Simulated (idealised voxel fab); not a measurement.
process module | voxel gate over fins
cross-section cut | 290 nm wide | cells 5 nm
A cross-section is a grid of square cells, given in bands from the top down. A band is one or more rows of cells.
Each band's line starts with the height of the band's top and of its bottom, in nm. Then come its materials from left to right, each with its width in nm. One material with "throughout" fills the band from edge to edge. "air" is empty space.
Height 0 is the level under which the wafer as received is all one material. The lowest band goes on downwards, as in "0 down".
A width such as "30 to 40" changes by the same amount from each row of cells to the next, from the band's top row to its bottom row.
"no change" after a step means that no cell of the cross-section changed.
closed voids: empty space of 8 cells or more with no open way to the top, each as width x height at its distance from the left edge, in nm
after a step's settings: what the simulator itself notes on the step
overlay nm, on a step with a mask: how far to the right of its planned place the mask lay; to the left if negative
plan
1 op RECEIVE | material Si
2 op CONFORMAL_DEP | material SiN | thk nm 5
3 op MASKED_ETCH | tone cover | mask id FINS | width nm 15 | pitch nm 35 | etch materials SiN | depth nm 5 | overlay nm 0
4 op MASKED_ETCH | tone cover | mask id FINS | width nm 15 | pitch nm 35 | etch materials Si | depth nm 35 | overlay nm 0
5 op FILL_DEP | material SiO2 | thk nm 5
6 op CMP | height nm 5
7 op SELECTIVE_ETCH | etch materials SiO2 | depth nm 15
8 op STRIP | etch materials SiN
9 op CONFORMAL_DEP | material HfO2 | thk nm 5
10 op CONFORMAL_DEP | material TiN | thk nm 5
11 op FILL_DEP | material W | thk nm 15
12 op CMP | height nm 20
13 op CONFORMAL_DEP | material SiCN | thk nm 5
as received, after step 1
  0 down: Si throughout
  closed voids: none
a wafer at the end: this start, this plan, one mistake
  25 to 20: SiCN throughout
  20 to 5: W throughout
  5 to 0: W 115 | TiN 25 | W 10 | TiN 25 | W 115
  0 to -5: W 115 | TiN 5 | Si 15 | TiN 5 | W 10 | TiN 5 | Si 15 | TiN 5 | W 115
  -5 to -10: TiN 120 | Si 15 | TiN 20 | Si 15 | TiN 120
  -10 to -35: SiO2 120 | Si 15 | SiO2 20 | Si 15 | SiO2 120
  -35 down: Si throughout
  closed voids: none
what went wrong: step 9 was left out
